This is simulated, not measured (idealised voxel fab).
The following process module bears the name voxel ribs on slabs.
Xsec cut, 270 nm wide, square cell size 5 nm.
When this document writes out a cross-section, it uses a grid of square cells and lists it as bands, beginning at the top and moving down, with a band standing for one or more rows of cells.
Top height, bottom height, nm. Materials left to right, width each, nm. Single material + "everywhere" = fills band edge to edge. "empty" = empty.
Heads up on the height convention: 0 is the point under which the incoming wafer is all one material, and the lowest band has no bottom, it just keeps going down, like "z 0 and below".
Note: "30..40" means the width goes from the first number (top row of the band) to the second number (bottom row) in equal steps per row of cells.
Key: "no change" - step with no changed cell in the cross-section.
Entry "Fully closed voids" = empty spaces >= 8 cells with no open way to the top; each as width x height at distance, distance from left edge, all nm.
The remark found on a step's line after its settings is issued by the simulator itself and pertains to that step.
overlay nm, on a step with a mask: how far to the right of its planned place the mask lay; to the left if negative
### Process steps - plan
- 1: RECEIVE,material Si
- 2: DIRECTIONAL_DEP,material SiO2,thk nm 25
- 3: DIRECTIONAL_DEP,material polySi,thk nm 25
- 4: DIRECTIONAL_DEP,material aC,thk nm 15
- 5: PATTERN,tone cover,mask id RIB,material resist,width nm 15,thk nm 35,overlay nm 0
- 6: DIRECTIONAL_ETCH,etch materials aC,depth nm 15
- 7: STRIP,etch materials resist
- 8: DIRECTIONAL_ETCH,etch materials polySi,depth nm 15
- 9: STRIP,etch materials aC
- 10: PATTERN,tone cover,mask id SLAB,material resist,width nm 75,thk nm 20,overlay nm 0
- 11: DIRECTIONAL_ETCH,etch materials polySi,depth nm 10
- 12: STRIP,etch materials resist
- 13: FILL_DEP,material SiO2,thk nm 20
- 14: CMP,height nm 60
- 15: DIRECTIONAL_DEP,material W,thk nm 5
- 16: DIRECTIONAL_DEP,material aC,thk nm 10
- 17: PATTERN,tone cover,mask id HEATER,material resist,width nm 25,thk nm 30,overlay nm 0
- 18: DIRECTIONAL_ETCH,etch materials aC,depth nm 10
- 19: STRIP,etch materials resist
- 20: DIRECTIONAL_ETCH,etch materials W,depth nm 5
- 21: STRIP,etch materials aC
- 22: CONFORMAL_DEP,material SiO2,thk nm 5
### Incoming wafer, cross-sectional view, post step 1
  z 0 and below  Si everywhere
  Fully closed voids: none
### Sectioned view, first of two wafers, at the close of the module, processed as intended in the plan
  z 70 to 65  empty=115, then SiO2=35, then empty=120
  z 65 to 60  SiO2=120, then W=25, then SiO2=125
  z 60 to 50  SiO2 everywhere
  z 50 to 35  SiO2=125, then polySi=15, then SiO2=130
  z 35 to 25  SiO2=95, then polySi=75, then SiO2=100
  z 25 to 0  SiO2 everywhere
  z 0 and below  Si everywhere
  Fully closed voids: none
### Wafer two cross-section, module end. Start and plan unchanged from wafer one; one mistake made during the run
  z 70 to 65  empty=110, then SiO2=45, then empty=115
  z 65 to 60  SiO2=115, then W=35, then SiO2=120
  z 60 to 50  SiO2 everywhere
  z 50 to 35  SiO2=125, then polySi=15, then SiO2=130
  z 35 to 25  SiO2=95, then polySi=75, then SiO2=100
  z 25 to 0  SiO2 everywhere
  z 0 and below  Si everywhere
  Fully closed voids: none
Processing error: step 17 was not run as planned; what actually ran was PATTERN,tone cover,mask id HEATER,material resist,width nm 35,thk nm 30,overlay nm 0
The second wafer ends with more or fewer cells of some materials than the first, per final count: 2 more of W
